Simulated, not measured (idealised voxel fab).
process module | voxel gate over fins
cross-section cut | 185 nm wide | cells 5 nm
A cross-section is a grid of square cells, given in bands from the top down. A band is one or more rows of cells.
Each band's line starts with the height of the band's top and of its bottom, in nm. Then come its materials from left to right, each with its width in nm. One material with "throughout" fills the band from edge to edge. "air" is empty space.
Height 0 is the level under which the wafer as received is all one material. The lowest band goes on downwards, as in "0 down".
A width such as "30 to 40" changes by the same amount from each row of cells to the next, from the band's top row to its bottom row.
"no change" after a step means that no cell of the cross-section changed.
closed voids: empty space of 8 cells or more with no open way to the top, each as width x height at its distance from the left edge, in nm
after a step's settings: what the simulator itself notes on the step
overlay nm, on a step with a mask: how far to the right of its planned place the mask lay; to the left if negative
plan
1 op RECEIVE | material Si
2 op CONFORMAL_DEP | material SiN | thk nm 5
3 op DIRECTIONAL_DEP | material aC | thk nm 15
4 op PATTERN | tone cover | mask id FINS | material resist | width nm 15 | pitch nm 45 | thk nm 35 | overlay nm 0
5 op DIRECTIONAL_ETCH | etch materials aC | depth nm 15
6 op STRIP | etch materials resist
7 op DIRECTIONAL_ETCH | etch materials SiN | depth nm 5
8 op DIRECTIONAL_ETCH | etch materials Si | depth nm 30
9 op STRIP | etch materials aC
10 op OXIDIZE | depth nm 5
11 op FILL_DEP | material SiO2 | thk nm 5
12 op CMP | height nm 5
13 op SELECTIVE_ETCH | etch materials SiO2 | depth nm 20
14 op STRIP | etch materials SiN
15 op CONFORMAL_DEP | material HfO2 | thk nm 5
16 op CONFORMAL_DEP | material TiN | thk nm 5
17 op FILL_DEP | material W | thk nm 15
18 op CMP | height nm 20
19 op CONFORMAL_DEP | material SiCN | thk nm 5
as received, after step 1
  0 down: Si throughout
  closed voids: none
first wafer at the end, as planned
  25 to 20: SiCN throughout
  20 to 10: W throughout
  10 to 5: W 35 | TiN 25 | W 20 | TiN 25 | W 20 | TiN 25 | W 35
  5 to 0: W 35 | TiN 5 | HfO2 15 | TiN 5 | W 20 | TiN 5 | HfO2 15 | TiN 5 | W 20 | TiN 5 | HfO2 15 | TiN 5 | W 35
  0 to -5: W 35 | TiN 5 | HfO2 5 | Si 5 | HfO2 5 | TiN 5 | W 20 | TiN 5 | HfO2 5 | Si 5 | HfO2 5 | TiN 5 | W 20 | TiN 5 | HfO2 5 | Si 5 | HfO2 5 | TiN 5 | W 35
  -5 to -10: TiN 40 | HfO2 5 | Si 5 | HfO2 5 | TiN 30 | HfO2 5 | Si 5 | HfO2 5 | TiN 30 | HfO2 5 | Si 5 | HfO2 5 | TiN 40
  -10 to -15: HfO2 45 | Si 5 | HfO2 40 | Si 5 | HfO2 40 | Si 5 | HfO2 45
  -15 to -35: SiO2 45 | Si 5 | SiO2 40 | Si 5 | SiO2 40 | Si 5 | SiO2 45
  -35 down: Si throughout
  closed voids: none
second wafer at the end: like start, like plan, one mistake
  25 to 20: SiCN throughout
  20 to 10: W throughout
  10 to 5: W 45 | TiN 25 | W 20 | TiN 25 | W 20 | TiN 25 | W 25
  5 to 0: W 45 | TiN 5 | HfO2 15 | TiN 5 | W 20 | TiN 5 | HfO2 15 | TiN 5 | W 20 | TiN 5 | HfO2 15 | TiN 5 | W 25
  0 to -5: W 45 | TiN 5 | HfO2 5 | Si 5 | HfO2 5 | TiN 5 | W 20 | TiN 5 | HfO2 5 | Si 5 | HfO2 5 | TiN 5 | W 20 | TiN 5 | HfO2 5 | Si 5 | HfO2 5 | TiN 5 | W 25
  -5 to -10: TiN 50 | HfO2 5 | Si 5 | HfO2 5 | TiN 30 | HfO2 5 | Si 5 | HfO2 5 | TiN 30 | HfO2 5 | Si 5 | HfO2 5 | TiN 30
  -10 to -15: HfO2 55 | Si 5 | HfO2 40 | Si 5 | HfO2 40 | Si 5 | HfO2 35
  -15 to -35: SiO2 55 | Si 5 | SiO2 40 | Si 5 | SiO2 40 | Si 5 | SiO2 35
  -35 down: Si throughout
  closed voids: none
what went wrong: step 4 ran as: op PATTERN | tone cover | mask id FINS | material resist | width nm 15 | pitch nm 45 | thk nm 35 | overlay nm 10
at the end the second wafer has, in cells: as many of each material as the first, in other places
